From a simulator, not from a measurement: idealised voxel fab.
The process module presented herein is designated voxel transistor to metal.
Xsec cut, 215 nm wide, square cell size 5 nm.
A cross-section is written here as square cells arranged in a grid, and it is given in bands from the top down, each band taking up one or more rows of cells.
Top, bottom (nm), then materials left to right with widths (nm); lone material tagged "throughout" fills the whole band edge to edge; "empty" = empty space.
Zero point of the height axis is 0; under it, received wafer = one material. Lowest band: continues down indefinitely, "0 -> down".
Top row gets the first number, bottom row gets the second, and each row in between changes by the same step: that is how a band width like "30 to 40" works.
Key: "all unchanged" - step with no changed cell in the cross-section.
Reported under the label "Fully sealed cavities" are the empty spaces having no open way to the top and comprising 8 cells or more; the notation for each is width x height at distance, in which the distance is measured from the left edge and all three values are in nm.
Post-settings text on a step line: simulator's own remark regarding the step.
What "overlay nm" on a step's line means: if the step has a mask, that mask lay this far to the right of its planned place, or, when the value is negative, to the left.
The process steps that were planned are listed below
| 1 | RECEIVE | material Si |
| 2 | OXIDIZE | depth nm 5 |
| 3 | CONFORMAL_DEP | material SiN | thk nm 10 |
| 4 | DIRECTIONAL_DEP | material aC | thk nm 15 |
| 5 | PATTERN | tone cover | mask id ACTIVE | material resist | width nm 115 | thk nm 35 | overlay nm 0 |
| 6 | DIRECTIONAL_ETCH | etch materials aC | depth nm 15 |
| 7 | STRIP | etch materials resist |
| 8 | DIRECTIONAL_ETCH | etch materials SiN | depth nm 10 |
| 9 | DIRECTIONAL_ETCH | etch materials SiO2 | depth nm 5 |
| 10 | DIRECTIONAL_ETCH | etch materials Si | depth nm 25 |
| 11 | STRIP | etch materials aC |
| 12 | FILL_DEP | material SiO2 | thk nm 15 |
| 13 | CMP | height nm 10 |
| 14 | SELECTIVE_ETCH | etch materials SiO2 | depth nm 5 |
| 15 | STRIP | etch materials SiN |
| 16 | SELECTIVE_ETCH | etch materials SiO2 | depth nm 5 |
| 17 | OXIDIZE | depth nm 5 |
| 18 | DIRECTIONAL_DEP | material polySi | thk nm 20 |
| 19 | DIRECTIONAL_DEP | material SiCN | thk nm 15 |
| 20 | MASKED_ETCH | tone cover | mask id GATE | width nm 25 | etch materials SiCN | depth nm 25 | overlay nm 0 |
| 21 | MASKED_ETCH | tone cover | mask id GATE | width nm 25 | etch materials polySi | depth nm 30 | overlay nm 0 |
| 22 | CONFORMAL_DEP | material SiO2 | thk nm 5 |
| 23 | DIRECTIONAL_ETCH | etch materials SiO2 | depth nm 5 |
| 24 | CONFORMAL_DEP | material SiN | thk nm 5 |
| 25 | DIRECTIONAL_ETCH | etch materials SiN | depth nm 5 |
| 26 | DIRECTIONAL_ETCH | etch materials SiO2 | depth nm 5 |
| 27 | DIRECTIONAL_ETCH | etch materials Si | depth nm 15 |
| 28 | EPI | material nSi | thk nm 15 |
| 29 | FILL_DEP | material SiO2 | thk nm 5 |
| 30 | CMP | height nm 30 |
| 31 | DIRECTIONAL_DEP | material SiO2 | thk nm 15 |
| 32 | PATTERN | tone open | mask id CONTACT | material resist | width nm 20 | pitch nm 75 | thk nm 15 | overlay nm 0 |
| 33 | DIRECTIONAL_ETCH | etch materials SiO2 | depth nm 40 |
| 34 | STRIP | etch materials resist |
| 35 | CONFORMAL_DEP | material TiN | thk nm 5 |
| 36 | FILL_DEP | material Ru | thk nm 10 |
| 37 | CMP | height nm 45 |
| 38 | DIRECTIONAL_DEP | material TiN | thk nm 5 |
| 39 | DIRECTIONAL_DEP | material Ru | thk nm 15 |
| 40 | DIRECTIONAL_DEP | material aC | thk nm 10 |
| 41 | PATTERN | tone cover | mask id METAL_1 | material resist | width nm 20 | pitch nm 75 | thk nm 25 | overlay nm 0 |
| 42 | DIRECTIONAL_ETCH | etch materials aC | depth nm 10 |
| 43 | STRIP | etch materials resist |
| 44 | DIRECTIONAL_ETCH | etch materials Ru | depth nm 15 |
| 45 | DIRECTIONAL_ETCH | etch materials TiN | depth nm 5 |
| 46 | STRIP | etch materials aC |
| 47 | FILL_DEP | material lowk | thk nm 10 |
| 48 | CMP | height nm 65 |
| 49 | CONFORMAL_DEP | material SiN | thk nm 5 |
First of two wafers: run as planned
Wafer cross-section on receipt, i.e. after step 1
0 -> down | Si throughout
Fully sealed cavities: none
After step 2, in cross-section
0 -> -5 | SiO2 throughout
Nothing below the height -5 has changed.
After step 3, in cross-section
10 -> 0 | SiN throughout
Nothing below the height 0 has changed.
After step 4, in cross-section
25 -> 10 | aC throughout
Nothing below the height 10 has changed.
After step 5, in cross-section
60 -> 25 | empty 50 / resist 115 / empty 50
Nothing below the height 25 has changed.
After step 6, in cross-section
45 -> 25 | empty 50 / resist 115 / empty 50
25 -> 10 | empty 50 / aC 115 / empty 50
Nothing below the height 10 has changed.
After step 7, in cross-section
25 -> 10 | empty 50 / aC 115 / empty 50
Nothing below the height 10 has changed.
After step 8, in cross-section
25 -> 10 | empty 50 / aC 115 / empty 50
10 -> 0 | empty 50 / SiN 115 / empty 50
Nothing below the height 0 has changed.
After step 9, in cross-section
25 -> 10 | empty 50 / aC 115 / empty 50
10 -> 0 | empty 50 / SiN 115 / empty 50
0 -> -5 | empty 50 / SiO2 115 / empty 50
Nothing below the height -5 has changed.
After step 10, in cross-section
25 -> 10 | empty 50 / aC 115 / empty 50
10 -> 0 | empty 50 / SiN 115 / empty 50
0 -> -5 | empty 50 / SiO2 115 / empty 50
-5 -> -30 | empty 50 / Si 115 / empty 50
Nothing below the height -30 has changed.
After step 11, in cross-section
10 -> 0 | empty 50 / SiN 115 / empty 50
Nothing below the height 0 has changed.
After step 12, in cross-section
25 -> 10 | SiO2 throughout
10 -> 0 | SiO2 50 / SiN 115 / SiO2 50
0 -> -5 | SiO2 throughout
-5 -> -30 | SiO2 50 / Si 115 / SiO2 50
Nothing below the height -30 has changed.
After step 13, in cross-section
10 -> 0 | SiO2 50 / SiN 115 / SiO2 50
Nothing below the height 0 has changed.
After step 14, in cross-section
10 -> 5 | empty 50 / SiN 115 / empty 50
Nothing below the height 5 has changed.
After step 15, in cross-section
5 -> 0 | SiO2 50 / empty 115 / SiO2 50
Nothing below the height 0 has changed.
After step 16, in cross-section
0 -> -5 | SiO2 45 / empty 125 / SiO2 45
Nothing below the height -5 has changed.
After step 17, in cross-section
0 -> -5 | SiO2 45 / empty 125 / SiO2 45
-5 -> -10 | SiO2 throughout
Nothing below the height -10 has changed.
After step 18, in cross-section
20 -> 15 | polySi 45 / empty 125 / polySi 45
15 -> 0 | polySi throughout
0 -> -5 | SiO2 45 / polySi 125 / SiO2 45
Nothing below the height -5 has changed.
After step 19, in cross-section
35 -> 30 | SiCN 45 / empty 125 / SiCN 45
30 -> 20 | SiCN throughout
20 -> 15 | polySi 45 / SiCN 125 / polySi 45
Nothing below the height 15 has changed.
After step 20, in cross-section
30 -> 20 | empty 95 / SiCN 25 / empty 95
20 -> 15 | polySi 45 / empty 50 / SiCN 25 / empty 50 / polySi 45
Nothing below the height 15 has changed.
After step 21, in cross-section
30 -> 15 | empty 95 / SiCN 25 / empty 95
15 -> 0 | empty 95 / polySi 25 / empty 95
0 -> -5 | SiO2 45 / empty 50 / polySi 25 / empty 50 / SiO2 45
Nothing below the height -5 has changed.
After step 22, in cross-section
35 -> 30 | empty 90 / SiO2 35 / empty 90
30 -> 15 | empty 90 / SiO2 5 / SiCN 25 / SiO2 5 / empty 90
15 -> 5 | empty 90 / SiO2 5 / polySi 25 / SiO2 5 / empty 90
5 -> 0 | SiO2 50 / empty 40 / SiO2 5 / polySi 25 / SiO2 5 / empty 40 / SiO2 50
0 -> -5 | SiO2 95 / polySi 25 / SiO2 95
Nothing below the height -5 has changed.
After step 23, in cross-section
30 -> 15 | empty 90 / SiO2 5 / SiCN 25 / SiO2 5 / empty 90
15 -> 0 | empty 90 / SiO2 5 / polySi 25 / SiO2 5 / empty 90
0 -> -5 | SiO2 50 / empty 40 / SiO2 5 / polySi 25 / SiO2 5 / empty 40 / SiO2 50
Nothing below the height -5 has changed.
After step 24, in cross-section
35 -> 30 | empty 85 / SiN 45 / empty 85
30 -> 15 | empty 85 / SiN 5 / SiO2 5 / SiCN 25 / SiO2 5 / SiN 5 / empty 85
15 -> 5 | empty 85 / SiN 5 / SiO2 5 / polySi 25 / SiO2 5 / SiN 5 / empty 85
5 -> 0 | SiN 55 / empty 30 / SiN 5 / SiO2 5 / polySi 25 / SiO2 5 / SiN 5 / empty 30 / SiN 55
0 -> -5 | SiO2 50 / SiN 40 / SiO2 5 / polySi 25 / SiO2 5 / SiN 40 / SiO2 50
Nothing below the height -5 has changed.
After step 25, in cross-section
30 -> 15 | empty 85 / SiN 5 / SiO2 5 / SiCN 25 / SiO2 5 / SiN 5 / empty 85
15 -> 0 | empty 85 / SiN 5 / SiO2 5 / polySi 25 / SiO2 5 / SiN 5 / empty 85
0 -> -5 | SiO2 50 / SiN 5 / empty 30 / SiN 5 / SiO2 5 / polySi 25 / SiO2 5 / SiN 5 / empty 30 / SiN 5 / SiO2 50
Nothing below the height -5 has changed.
After step 26, in cross-section
30 -> 25 | empty 85 / SiN 5 / empty 5 / SiCN 25 / empty 5 / SiN 5 / empty 85
25 -> 15 | empty 85 / SiN 5 / SiO2 5 / SiCN 25 / SiO2 5 / SiN 5 / empty 85
15 -> 0 | empty 85 / SiN 5 / SiO2 5 / polySi 25 / SiO2 5 / SiN 5 / empty 85
0 -> -5 | empty 50 / SiN 5 / empty 30 / SiN 5 / SiO2 5 / polySi 25 / SiO2 5 / SiN 5 / empty 30 / SiN 5 / empty 50
-5 -> -10 | SiO2 55 / empty 30 / SiO2 45 / empty 30 / SiO2 55
Nothing below the height -10 has changed.
After step 27, in cross-section
30 -> 25 | empty 85 / SiN 5 / empty 5 / SiCN 25 / empty 5 / SiN 5 / empty 85
25 -> 15 | empty 85 / SiN 5 / SiO2 5 / SiCN 25 / SiO2 5 / SiN 5 / empty 85
15 -> 0 | empty 85 / SiN 5 / SiO2 5 / polySi 25 / SiO2 5 / SiN 5 / empty 85
0 -> -5 | empty 50 / SiN 5 / empty 30 / SiN 5 / SiO2 5 / polySi 25 / SiO2 5 / SiN 5 / empty 30 / SiN 5 / empty 50
-5 -> -10 | SiO2 55 / empty 30 / SiO2 45 / empty 30 / SiO2 55
-10 -> -25 | SiO2 50 / Si 5 / empty 30 / Si 45 / empty 30 / Si 5 / SiO2 50
Nothing below the height -25 has changed.
After step 28, in cross-section
30 -> 25 | empty 85 / SiN 5 / empty 5 / SiCN 25 / empty 5 / SiN 5 / empty 85
25 -> 15 | empty 85 / SiN 5 / SiO2 5 / SiCN 25 / SiO2 5 / SiN 5 / empty 85
15 -> 5 | empty 85 / SiN 5 / SiO2 5 / polySi 25 / SiO2 5 / SiN 5 / empty 85
5 -> 0 | empty 50 / nSi 35 / SiN 5 / SiO2 5 / polySi 25 / SiO2 5 / SiN 5 / nSi 35 / empty 50
0 -> -5 | empty 50 / SiN 5 / nSi 30 / SiN 5 / SiO2 5 / polySi 25 / SiO2 5 / SiN 5 / nSi 30 / SiN 5 / empty 50
-5 -> -10 | SiO2 55 / nSi 30 / SiO2 45 / nSi 30 / SiO2 55
-10 -> -25 | SiO2 50 / Si 5 / nSi 30 / Si 45 / nSi 30 / Si 5 / SiO2 50
Nothing below the height -25 has changed.
After step 29, in cross-section
35 -> 30 | SiO2 throughout
30 -> 15 | SiO2 85 / SiN 5 / SiO2 5 / SiCN 25 / SiO2 5 / SiN 5 / SiO2 85
15 -> 5 | SiO2 85 / SiN 5 / SiO2 5 / polySi 25 / SiO2 5 / SiN 5 / SiO2 85
5 -> 0 | SiO2 50 / nSi 35 / SiN 5 / SiO2 5 / polySi 25 / SiO2 5 / SiN 5 / nSi 35 / SiO2 50
0 -> -5 | SiO2 50 / SiN 5 / nSi 30 / SiN 5 / SiO2 5 / polySi 25 / SiO2 5 / SiN 5 / nSi 30 / SiN 5 / SiO2 50
Nothing below the height -5 has changed.
After step 30, in cross-section
30 -> 15 | SiO2 85 / SiN 5 / SiO2 5 / SiCN 25 / SiO2 5 / SiN 5 / SiO2 85
Nothing below the height 15 has changed.
After step 31, in cross-section
45 -> 30 | SiO2 throughout
Nothing below the height 30 has changed.
After step 32, in cross-section
60 -> 45 | resist 60 / empty 20 / resist 55 / empty 20 / resist 60
Nothing below the height 45 has changed.
After step 33, in cross-section
60 -> 45 | resist 60 / empty 20 / resist 55 / empty 20 / resist 60
45 -> 30 | SiO2 60 / empty 20 / SiO2 55 / empty 20 / SiO2 60
30 -> 15 | SiO2 60 / empty 20 / SiO2 5 / SiN 5 / SiO2 5 / SiCN 25 / SiO2 5 / SiN 5 / SiO2 5 / empty 20 / SiO2 60
15 -> 5 | SiO2 60 / empty 20 / SiO2 5 / SiN 5 / SiO2 5 / polySi 25 / SiO2 5 / SiN 5 / SiO2 5 / empty 20 / SiO2 60
Nothing below the height 5 has changed.
After step 34, in cross-section
45 -> 30 | SiO2 60 / empty 20 / SiO2 55 / empty 20 / SiO2 60
Nothing below the height 30 has changed.
After step 35, in cross-section
50 -> 45 | TiN 65 / empty 10 / TiN 65 / empty 10 / TiN 65
45 -> 30 | SiO2 60 / TiN 5 / empty 10 / TiN 5 / SiO2 55 / TiN 5 / empty 10 / TiN 5 / SiO2 60
30 -> 15 | SiO2 60 / TiN 5 / empty 10 / TiN 5 / SiO2 5 / SiN 5 / SiO2 5 / SiCN 25 / SiO2 5 / SiN 5 / SiO2 5 / TiN 5 / empty 10 / TiN 5 / SiO2 60
15 -> 10 | SiO2 60 / TiN 5 / empty 10 / TiN 5 / SiO2 5 / SiN 5 / SiO2 5 / polySi 25 / SiO2 5 / SiN 5 / SiO2 5 / TiN 5 / empty 10 / TiN 5 / SiO2 60
10 -> 5 | SiO2 60 / TiN 20 / SiO2 5 / SiN 5 / SiO2 5 / polySi 25 / SiO2 5 / SiN 5 / SiO2 5 / TiN 20 / SiO2 60
Nothing below the height 5 has changed.
After step 36, in cross-section
60 -> 50 | Ru throughout
50 -> 45 | TiN 65 / Ru 10 / TiN 65 / Ru 10 / TiN 65
45 -> 30 | SiO2 60 / TiN 5 / Ru 10 / TiN 5 / SiO2 55 / TiN 5 / Ru 10 / TiN 5 / SiO2 60
30 -> 15 | SiO2 60 / TiN 5 / Ru 10 / TiN 5 / SiO2 5 / SiN 5 / SiO2 5 / SiCN 25 / SiO2 5 / SiN 5 / SiO2 5 / TiN 5 / Ru 10 / TiN 5 / SiO2 60
15 -> 10 | SiO2 60 / TiN 5 / Ru 10 / TiN 5 / SiO2 5 / SiN 5 / SiO2 5 / polySi 25 / SiO2 5 / SiN 5 / SiO2 5 / TiN 5 / Ru 10 / TiN 5 / SiO2 60
Nothing below the height 10 has changed.
After step 37, in cross-section
45 -> 30 | SiO2 60 / TiN 5 / Ru 10 / TiN 5 / SiO2 55 / TiN 5 / Ru 10 / TiN 5 / SiO2 60
Nothing below the height 30 has changed.
After step 38, in cross-section
50 -> 45 | TiN throughout
Nothing below the height 45 has changed.
After step 39, in cross-section
65 -> 50 | Ru throughout
Nothing below the height 50 has changed.
After step 40, in cross-section
75 -> 65 | aC throughout
Nothing below the height 65 has changed.
After step 41, in cross-section
100 -> 75 | empty 60 / resist 20 / empty 55 / resist 20 / empty 60
Nothing below the height 75 has changed.
After step 42, in cross-section
90 -> 75 | empty 60 / resist 20 / empty 55 / resist 20 / empty 60
75 -> 65 | empty 60 / aC 20 / empty 55 / aC 20 / empty 60
Nothing below the height 65 has changed.
After step 43, in cross-section
75 -> 65 | empty 60 / aC 20 / empty 55 / aC 20 / empty 60
Nothing below the height 65 has changed.
After step 44, in cross-section
75 -> 65 | empty 60 / aC 20 / empty 55 / aC 20 / empty 60
65 -> 50 | empty 60 / Ru 20 / empty 55 / Ru 20 / empty 60
Nothing below the height 50 has changed.
After step 45, in cross-section
75 -> 65 | empty 60 / aC 20 / empty 55 / aC 20 / empty 60
65 -> 50 | empty 60 / Ru 20 / empty 55 / Ru 20 / empty 60
50 -> 45 | empty 60 / TiN 20 / empty 55 / TiN 20 / empty 60
Nothing below the height 45 has changed.
After step 46, in cross-section
65 -> 50 | empty 60 / Ru 20 / empty 55 / Ru 20 / empty 60
Nothing below the height 50 has changed.
After step 47, in cross-section
75 -> 65 | lowk throughout
65 -> 50 | lowk 60 / Ru 20 / lowk 55 / Ru 20 / lowk 60
50 -> 45 | lowk 60 / TiN 20 / lowk 55 / TiN 20 / lowk 60
Nothing below the height 45 has changed.
After step 48, in cross-section
65 -> 50 | lowk 60 / Ru 20 / lowk 55 / Ru 20 / lowk 60
Nothing below the height 50 has changed.
After step 49, in cross-section
70 -> 65 | SiN throughout
Nothing below the height 65 has changed.
Now the other wafer: same start, same recipe, but we messed up one thing when running it. Up to and including step 37 it's the same as the first one
Second wafer, cut view, end of step 38 per plan
60 -> 45 | Ru throughout
Nothing below the height 45 has changed.
Second wafer, cut view, end of step 39 per plan
65 -> 60 | TiN throughout
Nothing below the height 60 has changed.
Second wafer, cut view, end of step 40 per plan
75 -> 65 | aC throughout
Nothing below the height 65 has changed.
Second wafer, cut view, end of step 41 per plan
100 -> 75 | empty 60 / resist 20 / empty 55 / resist 20 / empty 60
Nothing below the height 75 has changed.
Second wafer, cut view, end of step 42 per plan
90 -> 75 | empty 60 / resist 20 / empty 55 / resist 20 / empty 60
75 -> 65 | empty 60 / aC 20 / empty 55 / aC 20 / empty 60
Nothing below the height 65 has changed.
Second wafer, cut view, end of step 43 per plan
75 -> 65 | empty 60 / aC 20 / empty 55 / aC 20 / empty 60
Nothing below the height 65 has changed.
Second wafer, cut view, end of step 44 per plan: all unchanged
Second wafer, cut view, end of step 45 per plan
75 -> 65 | empty 60 / aC 20 / empty 55 / aC 20 / empty 60
65 -> 60 | empty 60 / TiN 20 / empty 55 / TiN 20 / empty 60
Nothing below the height 60 has changed.
Second wafer, cut view, end of step 46 per plan
65 -> 60 | empty 60 / TiN 20 / empty 55 / TiN 20 / empty 60
Nothing below the height 60 has changed.
Second wafer, cut view, end of step 47 per plan
75 -> 65 | lowk throughout
65 -> 60 | lowk 60 / TiN 20 / lowk 55 / TiN 20 / lowk 60
Nothing below the height 60 has changed.
Second wafer, cut view, end of step 48 per plan
65 -> 60 | lowk 60 / TiN 20 / lowk 55 / TiN 20 / lowk 60
Nothing below the height 60 has changed.
Second wafer, cut view, end of step 49 per plan
70 -> 65 | SiN throughout
Nothing below the height 65 has changed.
What was done differently from what was planned? swap of plan steps 38 and 39 during execution
End of process, cell counts, second wafer against first, materials with more or fewer: Ru: 105 more; lowk: 105 fewer
